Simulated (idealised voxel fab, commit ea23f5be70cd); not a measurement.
You're looking at the process module voxel self aligned contacts.
For reference, the cross-section in this document is cut, with width 225 nm and square cells of 5 nm.
A cross-section in this document is a grid of square cells, and it is written down as bands, the top band listed before the ones below it; a band is made up of one or more rows of cells.
Top, bottom (nm), then materials left to right with widths (nm); lone material tagged "edge to edge" fills the whole band edge to edge; "blank" = empty space.
A quick word on heights: they are counted from 0, and under that level the wafer as it came to us is one material throughout. The lowest band is different from the rest in having no bottom; it simply continues downward, written as in "top 0, no bottom".
The width entry "30 to 40" should be interpreted row by row: the top row of cells in the band takes the first number, the bottom row takes the second number, and the change between adjacent rows is uniform throughout.
Reading "no modification" for a step: not a cell of the cross-section changed in it.
Voids not open to the top, 8 cells minimum: see "Enclosed empty spaces". Written width x height at distance; distance is from the left edge; nm.
The remark found on a step's line after its settings is issued by the simulator itself and pertains to that step.
Regarding "overlay nm": on a step with a mask, it is the distance the mask lay to the right of its planned place; a negative value places it to the left.

## The following list gives the planned process steps
- 1: RECEIVE: material Si
- 2: CONFORMAL_DEP: material SiO2, thk nm 5
- 3: DIRECTIONAL_DEP: material polySi, thk nm 30
- 4: DIRECTIONAL_DEP: material SiN, thk nm 20
- 5: PATTERN: tone cover, mask id GATE, material resist, width nm 25, pitch nm 60, thk nm 20, overlay nm 0
- 6: DIRECTIONAL_ETCH: etch materials SiN, depth nm 20
- 7: DIRECTIONAL_ETCH: etch materials polySi, depth nm 30
- 8: STRIP: etch materials resist
- 9: CONFORMAL_DEP: material SiN, thk nm 5
- 10: DIRECTIONAL_ETCH: etch materials SiN, depth nm 5
- 11: FILL_DEP: material SiO2, thk nm 15
- 12: CMP: height nm 60
- 13: MASKED_ETCH: tone open, mask id CONTACT, width nm 45, etch materials SiO2, depth nm 60, overlay nm 0
- 14: CONFORMAL_DEP: material TiN, thk nm 5
- 15: FILL_DEP: material Ru, thk nm 10
- 16: CMP: height nm 60
- 17: CONFORMAL_DEP: material SiCN, thk nm 5

## Cross-section of the incoming wafer, state after step 1
- top 0, no bottom: Si edge to edge
- Enclosed empty spaces: none

## End-of-module cross-section. Starting structure and process plan as above; one mistake made in running it
- top 80, bottom 75: SiCN edge to edge
- top 75, bottom 65: Ru edge to edge
- top 65, bottom 60: 95 nm TiN | 35 nm Ru | 95 nm TiN
- top 60, bottom 55: 90 nm SiO2 | 15 nm TiN | 15 nm Ru | 15 nm TiN | 90 nm SiO2
- top 55, bottom 35: 65 nm SiO2 | 35 nm SiN | 5 nm TiN | 15 nm Ru | 5 nm TiN | 35 nm SiN | 65 nm SiO2
- top 35, bottom 5: 65 nm SiO2 | 5 nm SiN | 25 nm polySi | 5 nm SiN | 5 nm TiN | 15 nm Ru | 5 nm TiN | 5 nm SiN | 25 nm polySi | 5 nm SiN | 65 nm SiO2
- top 5, bottom 0: 100 nm SiO2 | 25 nm TiN | 100 nm SiO2
- top 0, no bottom: Si edge to edge
- Enclosed empty spaces: none
Nonconformance to the process plan: plan step 16: skipped, not run
